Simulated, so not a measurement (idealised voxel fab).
Proc. module: voxel plated lines
The cross-section shown here is cut; it is 235 nm wide and divided into square cells measuring 5 nm on a side.
Cross-section = grid of square cells, listed top down in bands; band = one or more rows.
Read a band's entry like this: the first values are the height of its top and the height of its bottom in nm, and what follows is the sequence of materials from left to right, each with its width in nm. Note that "empty" is empty space, and that a single material marked "everywhere" reaches across the band from edge to edge.
Height is counted from the level 0, under which the received wafer is composed throughout of one material. The lowest of the bands is not closed at the bottom but continues downward, in the notation "0 nm and below".
Per-row width for "30 to 40": begins at first number (top row of band), ends at second number (bottom row), increment between rows held constant.
Step note "remained the same" = no cross-section cell changed.
Look at "Cavities, sealed" for the closed voids: empty spaces with no open path to the top, sized 8 cells or up. Each is width x height at distance, distance from the left edge, all nm.
If you see something after the settings on a step's line, that's the simulator's own remark about that step.
overlay nm: for a step with a mask, the amount by which the mask lay right of where it was planned; a negative amount means left of it.

## Steps in the process plan
1 RECEIVE (material Si)
2 CONFORMAL_DEP (material Al2O3; thk nm 5)
3 DIRECTIONAL_DEP (material TiN; thk nm 5)
4 PATTERN (tone open; mask id LINES; material resist; width nm 25; pitch nm 55; thk nm 30; overlay nm 0)
5 EPI (material Ru; thk nm 5)
6 EPI (material Ru; thk nm 5)
7 STRIP (etch materials resist)
8 DIRECTIONAL_ETCH (etch materials TiN; depth nm 5)
9 CONFORMAL_DEP (material SiN; thk nm 10)

## Here's what the wafer looked like in cross-section when it arrived - that's after step 1
  0 nm and below: Si everywhere
  Cavities, sealed: none

## Same starting wafer, same plan as above, one mistake in the execution; this is the cross-section at the end of the module
  30 nm to 20 nm: SiN 30, empty 5, SiN 50, empty 5, SiN 50, empty 5, SiN 50, empty 5, SiN 35
  20 nm to 15 nm: Ru 20, SiN 10, empty 5, SiN 10, Ru 30, SiN 10, empty 5, SiN 10, Ru 30, SiN 10, empty 5, SiN 10, Ru 30, SiN 10, empty 5, SiN 10, Ru 25
  15 nm to 10 nm: Ru 20, SiN 25, Ru 30, SiN 25, Ru 30, SiN 25, Ru 30, SiN 25, Ru 25
  10 nm to 5 nm: TiN 20, SiN 25, TiN 30, SiN 25, TiN 30, SiN 25, TiN 30, SiN 25, TiN 25
  5 nm to 0 nm: Al2O3 everywhere
  0 nm and below: Si everywhere
  Cavities, sealed: none
Want to know what went wrong? note that step 4 departed from the planned setting and was carried out as PATTERN (tone cover; mask id LINES; material resist; width nm 25; pitch nm 55; thk nm 30; overlay nm 0)
